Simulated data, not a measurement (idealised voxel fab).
The process module presented herein is designated voxel plated lines.
The cross-section on display is named cut; it measures 170 nm wide, and its cells are 5 nm squares.
When this document writes out a cross-section, it uses a grid of square cells and lists it as bands, beginning at the top and moving down, with a band standing for one or more rows of cells. Look at the band entry: it leads with the top's height and the bottom's height in nm. Then it lists the materials left to right, with a width in nm for each. The word "everywhere" on a single material says that material fills the band edge to edge. The word "blank" is empty space. Counting heights begins at 0, where everything beneath is, in the wafer as received, one material. The lowest band has no bottom; it goes on downwards, as "0..down" shows. With a width like "30..40", each row of cells in the band differs from the next by the same amount, the top row carrying the first number and the bottom row the second. Key: "nothing was modified" - step with no changed cell in the cross-section. Closed-off voids of 8+ cells (no open route to the top) go in "Closed void entries", written width x height at distance from the left edge, in nm. That trailing text on a step's line, after the settings, is the simulator's own remark on the step. overlay nm: for a step with a mask, the amount by which the mask lay right of where it was planned; a negative amount means left of it.
**Process steps foreseen in the plan**
1: RECEIVE: material Si
2: CONFORMAL_DEP: material SiN, thk nm 5
3: DIRECTIONAL_DEP: material TiN, thk nm 5
4: PATTERN: tone open, mask id LINES, material resist, width nm 25, pitch nm 40, thk nm 25, overlay nm 0
5: EPI: material Ru, thk nm 5
6: EPI: material Ru, thk nm 5
7: STRIP: etch materials resist
8: DIRECTIONAL_ETCH: etch materials TiN, depth nm 5
9: CONFORMAL_DEP: material SiO2, thk nm 5
**The first of two wafers, run as planned**
**As received (post step 1): cross-section**
- 0..down  Si everywhere
- Closed void entries: none
**Cross-section through the wafer, step 2 finished**
- 5..0  SiN everywhere
- Nothing below the height 0 has changed.
**Cross-section through the wafer, step 3 finished**
- 10..5  TiN everywhere
- Nothing below the height 5 has changed.
**Cross-section through the wafer, step 4 finished**
- 35..10  resist: 50, blank: 25, resist: 15, blank: 25, resist: 55
- Nothing below the height 10 has changed.
**Cross-section through the wafer, step 5 finished**
- 35..15  resist: 50, blank: 25, resist: 15, blank: 25, resist: 55
- 15..10  resist: 50, Ru: 25, resist: 15, Ru: 25, resist: 55
- Nothing below the height 10 has changed.
**Cross-section through the wafer, step 6 finished**
- 35..20  resist: 50, blank: 25, resist: 15, blank: 25, resist: 55
- 20..10  resist: 50, Ru: 25, resist: 15, Ru: 25, resist: 55
- Nothing below the height 10 has changed.
**Cross-section through the wafer, step 7 finished**
- 20..10  blank: 50, Ru: 25, blank: 15, Ru: 25, blank: 55
- Nothing below the height 10 has changed.
**Cross-section through the wafer, step 8 finished**
- 20..10  blank: 50, Ru: 25, blank: 15, Ru: 25, blank: 55
- 10..5  blank: 50, TiN: 25, blank: 15, TiN: 25, blank: 55
- Nothing below the height 5 has changed.
**Cross-section through the wafer, step 9 finished**
- 25..20  blank: 45, SiO2: 35, blank: 5, SiO2: 35, blank: 50
- 20..10  blank: 45, SiO2: 5, Ru: 25, SiO2: 5, blank: 5, SiO2: 5, Ru: 25, SiO2: 5, blank: 50
- 10..5  SiO2: 50, TiN: 25, SiO2: 15, TiN: 25, SiO2: 55
- Nothing below the height 5 has changed.
**The Second Wafer: Common Origin and Plan, One Mistake in Execution, Identical to the First Through Step 3**
**What the second wafer looks like in cross-section when step 4 should have wrapped up**
- 35..10  resist: 45, blank: 25, resist: 15, blank: 25, resist: 60
- Nothing below the height 10 has changed.
**What the second wafer looks like in cross-section when step 5 should have wrapped up**
- 35..15  resist: 45, blank: 25, resist: 15, blank: 25, resist: 60
- 15..10  resist: 45, Ru: 25, resist: 15, Ru: 25, resist: 60
- Nothing below the height 10 has changed.
**What the second wafer looks like in cross-section when step 6 should have wrapped up**
- 35..20  resist: 45, blank: 25, resist: 15, blank: 25, resist: 60
- 20..10  resist: 45, Ru: 25, resist: 15, Ru: 25, resist: 60
- Nothing below the height 10 has changed.
**What the second wafer looks like in cross-section when step 7 should have wrapped up**
- 20..10  blank: 45, Ru: 25, blank: 15, Ru: 25, blank: 60
- Nothing below the height 10 has changed.
**What the second wafer looks like in cross-section when step 8 should have wrapped up**
- 20..10  blank: 45, Ru: 25, blank: 15, Ru: 25, blank: 60
- 10..5  blank: 45, TiN: 25, blank: 15, TiN: 25, blank: 60
- Nothing below the height 5 has changed.
**What the second wafer looks like in cross-section when step 9 should have wrapped up**
- 25..20  blank: 40, SiO2: 35, blank: 5, SiO2: 35, blank: 55
- 20..10  blank: 40, SiO2: 5, Ru: 25, SiO2: 5, blank: 5, SiO2: 5, Ru: 25, SiO2: 5, blank: 55
- 10..5  SiO2: 45, TiN: 25, SiO2: 15, TiN: 25, SiO2: 60
- Nothing below the height 5 has changed.
Misprocessing identified: off-plan run, step 4, actual operation and settings PATTERN: tone open, mask id LINES, material resist, width nm 25, pitch nm 40, thk nm 25, overlay nm -5
Matching per-material cell counts, mismatched positions: that is how the second wafer compares with the first at the end.
